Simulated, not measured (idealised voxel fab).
process module | voxel transistor to metal
cross-section cut | 270 nm wide | cells 5 nm
A cross-section is a grid of square cells, given in bands from the top down. A band is one or more rows of cells.
Each band's line starts with the height of the band's top and of its bottom, in nm. Then come its materials from left to right, each with its width in nm. One material with "throughout" fills the band from edge to edge. "air" is empty space.
Height 0 is the level under which the wafer as received is all one material. The lowest band goes on downwards, as in "0 down".
A width such as "30 to 40" changes by the same amount from each row of cells to the next, from the band's top row to its bottom row.
"no change" after a step means that no cell of the cross-section changed.
closed voids: empty space of 8 cells or more with no open way to the top, each as width x height at its distance from the left edge, in nm
after a step's settings: what the simulator itself notes on the step
overlay nm, on a step with a mask: how far to the right of its planned place the mask lay; to the left if negative
plan
1 op RECEIVE | material Si
2 op OXIDIZE | depth nm 5
3 op CONFORMAL_DEP | material SiN | thk nm 15
4 op DIRECTIONAL_DEP | material aC | thk nm 10
5 op PATTERN | tone cover | mask id ACTIVE | material resist | width nm 105 | pitch nm 135 | thk nm 30 | overlay nm 0
6 op DIRECTIONAL_ETCH | etch materials aC | depth nm 10
7 op STRIP | etch materials resist
8 op DIRECTIONAL_ETCH | etch materials SiN | depth nm 15
9 op DIRECTIONAL_ETCH | etch materials SiO2 | depth nm 5
10 op DIRECTIONAL_ETCH | etch materials Si | depth nm 35
11 op STRIP | etch materials aC
12 op OXIDIZE | depth nm 5
13 op FILL_DEP | material SiO2 | thk nm 15
14 op CMP | height nm 15
15 op SELECTIVE_ETCH | etch materials SiO2 | depth nm 15
16 op STRIP | etch materials SiN
17 op SELECTIVE_ETCH | etch materials SiO2 | depth nm 5
18 op OXIDIZE | depth nm 5
19 op DIRECTIONAL_DEP | material polySi | thk nm 25
20 op DIRECTIONAL_DEP | material SiCN | thk nm 10
21 op PATTERN | tone cover | mask id GATE | material resist | width nm 25 | pitch nm 135 | thk nm 15 | overlay nm 0
22 op DIRECTIONAL_ETCH | etch materials SiCN | depth nm 20
23 op DIRECTIONAL_ETCH | etch materials polySi | depth nm 35
24 op STRIP | etch materials resist
25 op CONFORMAL_DEP | material SiO2 | thk nm 5
26 op DIRECTIONAL_ETCH | etch materials SiO2 | depth nm 5
27 op CONFORMAL_DEP | material SiN | thk nm 5
28 op DIRECTIONAL_ETCH | etch materials SiN | depth nm 5
29 op DIRECTIONAL_ETCH | etch materials SiO2 | depth nm 5
30 op DIRECTIONAL_ETCH | etch materials Si | depth nm 10
31 op EPI | material pSi | thk nm 15
32 op FILL_DEP | material SiO2 | thk nm 5
33 op CMP | height nm 30
34 op DIRECTIONAL_DEP | material SiO2 | thk nm 10
35 op MASKED_ETCH | tone open | mask id CONTACT | width nm 15 | etch materials SiO2 | depth nm 45 | overlay nm 0
36 op CONFORMAL_DEP | material TiN | thk nm 5
37 op FILL_DEP | material W | thk nm 10
38 op CMP | height nm 40
39 op DIRECTIONAL_DEP | material TiN | thk nm 5
40 op DIRECTIONAL_DEP | material W | thk nm 25
41 op PATTERN | tone cover | mask id METAL_1 | material resist | width nm 15 | thk nm 20 | overlay nm 0
42 op DIRECTIONAL_ETCH | etch materials W | depth nm 25
43 op DIRECTIONAL_ETCH | etch materials TiN | depth nm 5
44 op STRIP | etch materials resist
45 op CONFORMAL_DEP | material SiCN | thk nm 5
46 op FILL_DEP | material SiO2 | thk nm 5
47 op CMP | height nm 70
48 op CONFORMAL_DEP | material SiCN | thk nm 5
as received, after step 1
  0 down: Si throughout
  closed voids: none
first wafer at the end, as planned
  75 to 70: SiCN throughout
  70 to 45: SiO2 15 | SiCN 5 | W 15 | SiCN 5 | SiO2 55 | SiCN 5 | W 15 | SiCN 5 | SiO2 30 | SiCN 5 | W 15 | SiCN 5 | SiO2 55 | SiCN 5 | W 15 | SiCN 5 | SiO2 15
  45 to 40: SiCN 20 | TiN 15 | SiCN 65 | TiN 15 | SiCN 40 | TiN 15 | SiCN 65 | TiN 15 | SiCN 20
  40 to 30: SiO2 20 | TiN 5 | W 5 | TiN 5 | SiO2 65 | TiN 5 | W 5 | TiN 5 | SiO2 40 | TiN 5 | W 5 | TiN 5 | SiO2 65 | TiN 5 | W 5 | TiN 5 | SiO2 20
  30 to 20: SiO2 20 | TiN 5 | W 5 | TiN 5 | SiO2 10 | SiN 5 | SiO2 5 | SiCN 25 | SiO2 5 | SiN 5 | SiO2 10 | TiN 5 | W 5 | TiN 5 | SiO2 40 | TiN 5 | W 5 | TiN 5 | SiO2 10 | SiN 5 | SiO2 5 | SiCN 25 | SiO2 5 | SiN 5 | SiO2 10 | TiN 5 | W 5 | TiN 5 | SiO2 20
  20 to 10: SiO2 20 | TiN 5 | W 5 | TiN 5 | SiO2 10 | SiN 5 | SiO2 5 | polySi 25 | SiO2 5 | SiN 5 | SiO2 10 | TiN 5 | W 5 | TiN 5 | SiO2 40 | TiN 5 | W 5 | TiN 5 | SiO2 10 | SiN 5 | SiO2 5 | polySi 25 | SiO2 5 | SiN 5 | SiO2 10 | TiN 5 | W 5 | TiN 5 | SiO2 20
  10 to 5: SiO2 20 | TiN 15 | SiO2 10 | SiN 5 | SiO2 5 | polySi 25 | SiO2 5 | SiN 5 | SiO2 10 | TiN 15 | SiO2 40 | TiN 15 | SiO2 10 | SiN 5 | SiO2 5 | polySi 25 | SiO2 5 | SiN 5 | SiO2 10 | TiN 15 | SiO2 20
  5 to -5: SiO2 20 | TiN 10 | pSi 15 | SiN 5 | SiO2 5 | polySi 25 | SiO2 5 | SiN 5 | pSi 15 | TiN 10 | SiO2 40 | TiN 10 | pSi 15 | SiN 5 | SiO2 5 | polySi 25 | SiO2 5 | SiN 5 | pSi 15 | TiN 10 | SiO2 20
  -5 to -10: SiO2 15 | pSi 30 | SiO2 45 | pSi 30 | SiO2 30 | pSi 30 | SiO2 45 | pSi 30 | SiO2 15
  -10 to -20: SiO2 20 | pSi 25 | Si 45 | pSi 25 | SiO2 40 | pSi 25 | Si 45 | pSi 25 | SiO2 20
  -20 to -45: SiO2 20 | Si 95 | SiO2 40 | Si 95 | SiO2 20
  -45 down: Si throughout
  closed voids: none
second wafer at the end: like start, like plan, one mistake
  75 to 70: SiCN throughout
  70 to 45: W 20 | SiCN 5 | SiO2 5 | SiCN 5 | W 65 | SiCN 5 | SiO2 5 | SiCN 5 | W 40 | SiCN 5 | SiO2 5 | SiCN 5 | W 65 | SiCN 5 | SiO2 5 | SiCN 5 | W 20
  45 to 40: TiN 20 | SiCN 15 | TiN 65 | SiCN 15 | TiN 40 | SiCN 15 | TiN 65 | SiCN 15 | TiN 20
  40 to 30: SiO2 20 | TiN 5 | W 5 | TiN 5 | SiO2 65 | TiN 5 | W 5 | TiN 5 | SiO2 40 | TiN 5 | W 5 | TiN 5 | SiO2 65 | TiN 5 | W 5 | TiN 5 | SiO2 20
  30 to 20: SiO2 20 | TiN 5 | W 5 | TiN 5 | SiO2 10 | SiN 5 | SiO2 5 | SiCN 25 | SiO2 5 | SiN 5 | SiO2 10 | TiN 5 | W 5 | TiN 5 | SiO2 40 | TiN 5 | W 5 | TiN 5 | SiO2 10 | SiN 5 | SiO2 5 | SiCN 25 | SiO2 5 | SiN 5 | SiO2 10 | TiN 5 | W 5 | TiN 5 | SiO2 20
  20 to 10: SiO2 20 | TiN 5 | W 5 | TiN 5 | SiO2 10 | SiN 5 | SiO2 5 | polySi 25 | SiO2 5 | SiN 5 | SiO2 10 | TiN 5 | W 5 | TiN 5 | SiO2 40 | TiN 5 | W 5 | TiN 5 | SiO2 10 | SiN 5 | SiO2 5 | polySi 25 | SiO2 5 | SiN 5 | SiO2 10 | TiN 5 | W 5 | TiN 5 | SiO2 20
  10 to 5: SiO2 20 | TiN 15 | SiO2 10 | SiN 5 | SiO2 5 | polySi 25 | SiO2 5 | SiN 5 | SiO2 10 | TiN 15 | SiO2 40 | TiN 15 | SiO2 10 | SiN 5 | SiO2 5 | polySi 25 | SiO2 5 | SiN 5 | SiO2 10 | TiN 15 | SiO2 20
  5 to -5: SiO2 20 | TiN 10 | pSi 15 | SiN 5 | SiO2 5 | polySi 25 | SiO2 5 | SiN 5 | pSi 15 | TiN 10 | SiO2 40 | TiN 10 | pSi 15 | SiN 5 | SiO2 5 | polySi 25 | SiO2 5 | SiN 5 | pSi 15 | TiN 10 | SiO2 20
  -5 to -10: SiO2 15 | pSi 30 | SiO2 45 | pSi 30 | SiO2 30 | pSi 30 | SiO2 45 | pSi 30 | SiO2 15
  -10 to -20: SiO2 20 | pSi 25 | Si 45 | pSi 25 | SiO2 40 | pSi 25 | Si 45 | pSi 25 | SiO2 20
  -20 to -45: SiO2 20 | Si 95 | SiO2 40 | Si 95 | SiO2 20
  -45 down: Si throughout
  closed voids: none
what went wrong: step 41 ran as: op PATTERN | tone open | mask id METAL_1 | material resist | width nm 15 | thk nm 20 | overlay nm 0
at the end the second wafer has, in cells: 30 fewer of SiCN | 150 fewer of SiO2 | 30 more of TiN | 150 more of W
